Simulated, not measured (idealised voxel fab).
process module | voxel lift off
cross-section cut | 230 nm wide | cells 5 nm
A cross-section is a grid of square cells, given in bands from the top down. A band is one or more rows of cells.
Each band's line starts with the height of the band's top and of its bottom, in nm. Then come its materials from left to right, each with its width in nm. One material with "throughout" fills the band from edge to edge. "air" is empty space.
Height 0 is the level under which the wafer as received is all one material. The lowest band goes on downwards, as in "0 down".
A width such as "30 to 40" changes by the same amount from each row of cells to the next, from the band's top row to its bottom row.
"no change" after a step means that no cell of the cross-section changed.
closed voids: empty space of 8 cells or more with no open way to the top, each as width x height at its distance from the left edge, in nm
after a step's settings: what the simulator itself notes on the step
overlay nm, on a step with a mask: how far to the right of its planned place the mask lay; to the left if negative
Each pair below shows a cross-section before one step and the cross-section after it, down to the lowest band that changed. The line under each pair gives the step between them, with its settings. The pairs can come from different runs of this module on the same starting wafer, so a pair continues from the pair above only where its "before" says so.
before
  0 down: Si throughout
  closed voids: none
after
  10 to 0: SiO2 throughout
  below 0: unchanged
  closed voids: none
the step between: op CONFORMAL_DEP | material SiO2 | thk nm 10
before: the cross-section after the pair above
after
  30 to 10: resist 50 | air 20 | resist 15 | air 20 | resist 15 | air 20 | resist 15 | air 20 | resist 55
  below 10: unchanged
  closed voids: none
the step between: op PATTERN | tone open | mask id LINES | material resist | width nm 20 | pitch nm 35 | thk nm 20 | overlay nm 0
before: the cross-section after the pair above
after
  35 to 30: Ru 50 | air 20 | Ru 15 | air 20 | Ru 15 | air 20 | Ru 15 | air 20 | Ru 55
  30 to 15: resist 50 | air 20 | resist 15 | air 20 | resist 15 | air 20 | resist 15 | air 20 | resist 55
  15 to 10: resist 50 | Ru 20 | resist 15 | Ru 20 | resist 15 | Ru 20 | resist 15 | Ru 20 | resist 55
  below 10: unchanged
  closed voids: none
the step between: op DIRECTIONAL_DEP | material Ru | thk nm 5
before: the cross-section after the pair above
after
  15 to 10: air 50 | Ru 20 | air 15 | Ru 20 | air 15 | Ru 20 | air 15 | Ru 20 | air 55
  below 10: unchanged
  closed voids: none
the step between: op STRIP | etch materials resist
before: the cross-section after the pair above
after
  20 to 15: air 45 | SiO2 30 | air 5 | SiO2 30 | air 5 | SiO2 30 | air 5 | SiO2 30 | air 50
  15 to 10: SiO2 50 | Ru 20 | SiO2 15 | Ru 20 | SiO2 15 | Ru 20 | SiO2 15 | Ru 20 | SiO2 55
  below 10: unchanged
  closed voids: none
the step between: op CONFORMAL_DEP | material SiO2 | thk nm 5
before
  30 to 10: resist 50 | air 20 | resist 15 | air 20 | resist 15 | air 20 | resist 15 | air 20 | resist 55
  10 to 0: SiO2 throughout
  0 down: Si throughout
  closed voids: none
after
  10 to 0: SiO2 throughout
  below 0: unchanged
  closed voids: none
the step between: op STRIP | etch materials resist
before: the cross-section after the pair above
after
  15 to 0: SiO2 throughout
  below 0: unchanged
  closed voids: none
the step between: op CONFORMAL_DEP | material SiO2 | thk nm 5
before
  0 down: Si throughout
  closed voids: none
after
  5 to 0: SiO2 throughout
  below 0: unchanged
  closed voids: none
the step between: op CONFORMAL_DEP | material SiO2 | thk nm 5
before: the cross-section after the pair above
after
  25 to 5: resist 50 | air 20 | resist 15 | air 20 | resist 15 | air 20 | resist 15 | air 20 | resist 55
  below 5: unchanged
  closed voids: none
the step between: op PATTERN | tone open | mask id LINES | material resist | width nm 20 | pitch nm 35 | thk nm 20 | overlay nm 0
before: the cross-section after the pair above
after
  30 to 25: Ru 50 | air 20 | Ru 15 | air 20 | Ru 15 | air 20 | Ru 15 | air 20 | Ru 55
  25 to 10: resist 50 | air 20 | resist 15 | air 20 | resist 15 | air 20 | resist 15 | air 20 | resist 55
  10 to 5: resist 50 | Ru 20 | resist 15 | Ru 20 | resist 15 | Ru 20 | resist 15 | Ru 20 | resist 55
  below 5: unchanged
  closed voids: none
the step between: op DIRECTIONAL_DEP | material Ru | thk nm 5
before: the cross-section after the pair above
after
  10 to 5: air 50 | Ru 20 | air 15 | Ru 20 | air 15 | Ru 20 | air 15 | Ru 20 | air 55
  below 5: unchanged
  closed voids: none
the step between: op STRIP | etch materials resist
before: the cross-section after the pair above
after
  15 to 10: air 45 | SiO2 30 | air 5 | SiO2 30 | air 5 | SiO2 30 | air 5 | SiO2 30 | air 50
  10 to 5: SiO2 50 | Ru 20 | SiO2 15 | Ru 20 | SiO2 15 | Ru 20 | SiO2 15 | Ru 20 | SiO2 55
  below 5: unchanged
  closed voids: none
the step between: op CONFORMAL_DEP | material SiO2 | thk nm 5
before
  10 to 0: SiO2 throughout
  0 down: Si throughout
  closed voids: none
after
  30 to 10: resist 55 | air 15 | resist 20 | air 15 | resist 20 | air 15 | resist 20 | air 15 | resist 55
  below 10: unchanged
  closed voids: none
the step between: op PATTERN | tone open | mask id LINES | material resist | width nm 15 | pitch nm 35 | thk nm 20 | overlay nm 0
before: the cross-section after the pair above
after
  35 to 30: Ru 55 | air 15 | Ru 20 | air 15 | Ru 20 | air 15 | Ru 20 | air 15 | Ru 55
  30 to 15: resist 55 | air 15 | resist 20 | air 15 | resist 20 | air 15 | resist 20 | air 15 | resist 55
  15 to 10: resist 55 | Ru 15 | resist 20 | Ru 15 | resist 20 | Ru 15 | resist 20 | Ru 15 | resist 55
  below 10: unchanged
  closed voids: none
the step between: op DIRECTIONAL_DEP | material Ru | thk nm 5
before: the cross-section after the pair above
after
  15 to 10: air 55 | Ru 15 | air 20 | Ru 15 | air 20 | Ru 15 | air 20 | Ru 15 | air 55
  below 10: unchanged
  closed voids: none
the step between: op STRIP | etch materials resist
before: the cross-section after the pair above
after
  20 to 15: air 50 | SiO2 25 | air 10 | SiO2 25 | air 10 | SiO2 25 | air 10 | SiO2 25 | air 50
  15 to 10: SiO2 55 | Ru 15 | SiO2 20 | Ru 15 | SiO2 20 | Ru 15 | SiO2 20 | Ru 15 | SiO2 55
  below 10: unchanged
  closed voids: none
the step between: op CONFORMAL_DEP | material SiO2 | thk nm 5
before
  10 to 0: SiO2 throughout
  0 down: Si throughout
  closed voids: none
after
  30 to 10: resist 55 | air 20 | resist 15 | air 20 | resist 15 | air 20 | resist 15 | air 20 | resist 50
  below 10: unchanged
  closed voids: none
the step between: op PATTERN | tone open | mask id LINES | material resist | width nm 20 | pitch nm 35 | thk nm 20 | overlay nm 5
before: the cross-section after the pair above
after
  35 to 30: Ru 55 | air 20 | Ru 15 | air 20 | Ru 15 | air 20 | Ru 15 | air 20 | Ru 50
  30 to 15: resist 55 | air 20 | resist 15 | air 20 | resist 15 | air 20 | resist 15 | air 20 | resist 50
  15 to 10: resist 55 | Ru 20 | resist 15 | Ru 20 | resist 15 | Ru 20 | resist 15 | Ru 20 | resist 50
  below 10: unchanged
  closed voids: none
the step between: op DIRECTIONAL_DEP | material Ru | thk nm 5
before: the cross-section after the pair above
after
  15 to 10: air 55 | Ru 20 | air 15 | Ru 20 | air 15 | Ru 20 | air 15 | Ru 20 | air 50
  below 10: unchanged
  closed voids: none
the step between: op STRIP | etch materials resist
before: the cross-section after the pair above
after
  20 to 15: air 50 | SiO2 30 | air 5 | SiO2 30 | air 5 | SiO2 30 | air 5 | SiO2 30 | air 45
  15 to 10: SiO2 55 | Ru 20 | SiO2 15 | Ru 20 | SiO2 15 | Ru 20 | SiO2 15 | Ru 20 | SiO2 50
  below 10: unchanged
  closed voids: none
the step between: op CONFORMAL_DEP | material SiO2 | thk nm 5
before
  30 to 10: resist 50 | air 20 | resist 15 | air 20 | resist 15 | air 20 | resist 15 | air 20 | resist 55
  10 to 0: SiO2 throughout
  0 down: Si throughout
  closed voids: none
after
  35 to 30: SiO2 50 | air 20 | SiO2 15 | air 20 | SiO2 15 | air 20 | SiO2 15 | air 20 | SiO2 55
  30 to 15: resist 50 | air 20 | resist 15 | air 20 | resist 15 | air 20 | resist 15 | air 20 | resist 55
  15 to 10: resist 50 | SiO2 20 | resist 15 | SiO2 20 | resist 15 | SiO2 20 | resist 15 | SiO2 20 | resist 55
  below 10: unchanged
  closed voids: none
the step between: op DIRECTIONAL_DEP | material SiO2 | thk nm 5
before: the cross-section after the pair above
after
  15 to 10: air 50 | SiO2 20 | air 15 | SiO2 20 | air 15 | SiO2 20 | air 15 | SiO2 20 | air 55
  below 10: unchanged
  closed voids: none
the step between: op STRIP | etch materials resist
before: the cross-section after the pair above
after
  20 to 15: air 45 | SiO2 30 | air 5 | SiO2 30 | air 5 | SiO2 30 | air 5 | SiO2 30 | air 50
  15 to 0: SiO2 throughout
  below 0: unchanged
  closed voids: none
the step between: op CONFORMAL_DEP | material SiO2 | thk nm 5
before
  10 to 0: SiO2 throughout
  0 down: Si throughout
  closed voids: none
after
  30 to 10: air 50 | resist 20 | air 15 | resist 20 | air 15 | resist 20 | air 15 | resist 20 | air 55
  below 10: unchanged
  closed voids: none
the step between: op PATTERN | tone cover | mask id LINES | material resist | width nm 20 | pitch nm 35 | thk nm 20 | overlay nm 0
before: the cross-section after the pair above
after
  35 to 30: air 50 | Ru 20 | air 15 | Ru 20 | air 15 | Ru 20 | air 15 | Ru 20 | air 55
  30 to 15: air 50 | resist 20 | air 15 | resist 20 | air 15 | resist 20 | air 15 | resist 20 | air 55
  15 to 10: Ru 50 | resist 20 | Ru 15 | resist 20 | Ru 15 | resist 20 | Ru 15 | resist 20 | Ru 55
  below 10: unchanged
  closed voids: none
the step between: op DIRECTIONAL_DEP | material Ru | thk nm 5
before: the cross-section after the pair above
after
  15 to 10: Ru 50 | air 20 | Ru 15 | air 20 | Ru 15 | air 20 | Ru 15 | air 20 | Ru 55
  below 10: unchanged
  closed voids: none
the step between: op STRIP | etch materials resist
before: the cross-section after the pair above
after
  20 to 15: SiO2 55 | air 10 | SiO2 25 | air 10 | SiO2 25 | air 10 | SiO2 25 | air 10 | SiO2 60
  15 to 10: Ru 50 | SiO2 20 | Ru 15 | SiO2 20 | Ru 15 | SiO2 20 | Ru 15 | SiO2 20 | Ru 55
  below 10: unchanged
  closed voids: none
the step between: op CONFORMAL_DEP | material SiO2 | thk nm 5
